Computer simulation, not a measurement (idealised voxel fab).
Module name: voxel capacitor over wiring (process module)
This is section cut - it's 195 nm across, gridded in 5 nm square cells.
The cross-sections in this document take the form of a grid made of square cells. They are written out as bands, in order from top to bottom. Each band consists of one or more rows of cells. Basically the band line says how high the top is and how high the bottom is, in nm, and then what's in it from left to right, every material with its width in nm. Empty space shows up as "air", and if a single material carries "edge to edge" it runs the full band edge to edge. Heights are reckoned from 0. Under this level, the received wafer is all of one material. The bottommost band is open-ended downward, for example "0..down". Width "30 to 40": first value at the band's top row of cells, second value at its bottom row, equal change from row to row. The designation "nothing was modified", where it is given for a processing step, indicates that no cell of the cross-section was altered in the course of that step. Closed-off voids of 8+ cells (no open route to the top) go in "Encapsulated voids", written width x height at distance from the left edge, in nm. The remark found on a step's line after its settings is issued by the simulator itself and pertains to that step. overlay nm, on a step with a mask: how far to the right of its planned place the mask lay; to the left if negative.
THIS SECTION LISTS THE PROCESS STEPS THAT WERE PLANNED
1: RECEIVE [material Si]
2: CONFORMAL_DEP [material SiO2] [thk nm 10]
3: CONFORMAL_DEP [material SiN] [thk nm 5]
4: DIRECTIONAL_DEP [material lowk] [thk nm 15]
5: PATTERN [tone open] [mask id METAL_1] [material resist] [width nm 25] [pitch nm 95] [thk nm 20] [overlay nm 0]
6: DIRECTIONAL_ETCH [etch materials lowk] [depth nm 15]
7: DIRECTIONAL_ETCH [etch materials SiN] [depth nm 5]
8: STRIP [etch materials resist]
9: CONFORMAL_DEP [material TiN] [thk nm 5]
10: FILL_DEP [material Cu] [thk nm 5]
11: CMP [height nm 30]
12: CONFORMAL_DEP [material SiCN] [thk nm 5]
13: DIRECTIONAL_DEP [material SiO2] [thk nm 15]
14: MASKED_ETCH [tone open] [mask id PLUG_1] [width nm 15] [etch materials SiO2] [depth nm 15] [overlay nm 0]
15: MASKED_ETCH [tone open] [mask id PLUG_1] [width nm 15] [etch materials SiCN] [depth nm 5] [overlay nm 0]
16: CONFORMAL_DEP [material TiN] [thk nm 5]
17: FILL_DEP [material Cu] [thk nm 5]
18: CMP [height nm 50]
19: DIRECTIONAL_DEP [material TiN] [thk nm 10]
20: DIRECTIONAL_DEP [material HfO2] [thk nm 5]
21: DIRECTIONAL_DEP [material TiN] [thk nm 5]
22: DIRECTIONAL_DEP [material aC] [thk nm 15]
23: PATTERN [tone cover] [mask id UPPER_PLATE] [material resist] [width nm 65] [thk nm 30] [overlay nm 0]
24: DIRECTIONAL_ETCH [etch materials aC] [depth nm 15]
25: STRIP [etch materials resist]
26: DIRECTIONAL_ETCH [etch materials TiN] [depth nm 5]
27: DIRECTIONAL_ETCH [etch materials HfO2] [depth nm 5]
28: STRIP [etch materials aC]
29: PATTERN [tone cover] [mask id LOWER_PLATE] [material resist] [width nm 85] [thk nm 15] [overlay nm 0]
30: DIRECTIONAL_ETCH [etch materials TiN] [depth nm 10]
31: STRIP [etch materials resist]
32: FILL_DEP [material SiO2] [thk nm 15]
33: CMP [height nm 80]
34: PATTERN [tone open] [mask id PLUG_2] [material resist] [width nm 15] [thk nm 20] [overlay nm 0]
35: DIRECTIONAL_ETCH [etch materials SiO2] [depth nm 10]
36: STRIP [etch materials resist]
37: CONFORMAL_DEP [material TiN] [thk nm 5]
38: FILL_DEP [material W] [thk nm 5]
39: CMP [height nm 80]
40: CONFORMAL_DEP [material SiCN] [thk nm 5]
Split variable: width nm, step 23. Plan value = first wafer. Wafers start alike.
CROSS-SECTION: THE FIRST OF SEVERAL WAFERS IN ITS AS-RECEIVED STATE, I.E. FOLLOWING STEP 1
  0..down: Si edge to edge
  Encapsulated voids: none
ROWS = WAFERS. AT MODULE END, EACH ROW LISTS PER MATERIAL THE CELLS GAINED (+) OR LOST (-) SINCE THE WAFER WAS RECEIVED, THEN THE CLOSED VOIDS
width nm 65, +21 Cu, +13 HfO2, +75 SiCN, +29 SiN, +354 SiO2, +83 TiN, +1 W, +87 lowk, Encapsulated voids: none
width nm 70, +21 Cu, +14 HfO2, +75 SiCN, +29 SiN, +352 SiO2, +84 TiN, +1 W, +87 lowk, Encapsulated voids: none
width nm 75, +21 Cu, +15 HfO2, +75 SiCN, +29 SiN, +350 SiO2, +85 TiN, +1 W, +87 lowk, Encapsulated voids: none
width nm 80, +21 Cu, +16 HfO2, +75 SiCN, +29 SiN, +348 SiO2, +86 TiN, +1 W, +87 lowk, Encapsulated voids: none
width nm 85, +21 Cu, +17 HfO2, +75 SiCN, +29 SiN, +346 SiO2, +87 TiN, +1 W, +87 lowk, Encapsulated voids: none
width nm 90, +21 Cu, +18 HfO2, +75 SiCN, +29 SiN, +343 SiO2, +89 TiN, +1 W, +87 lowk, Encapsulated voids: none
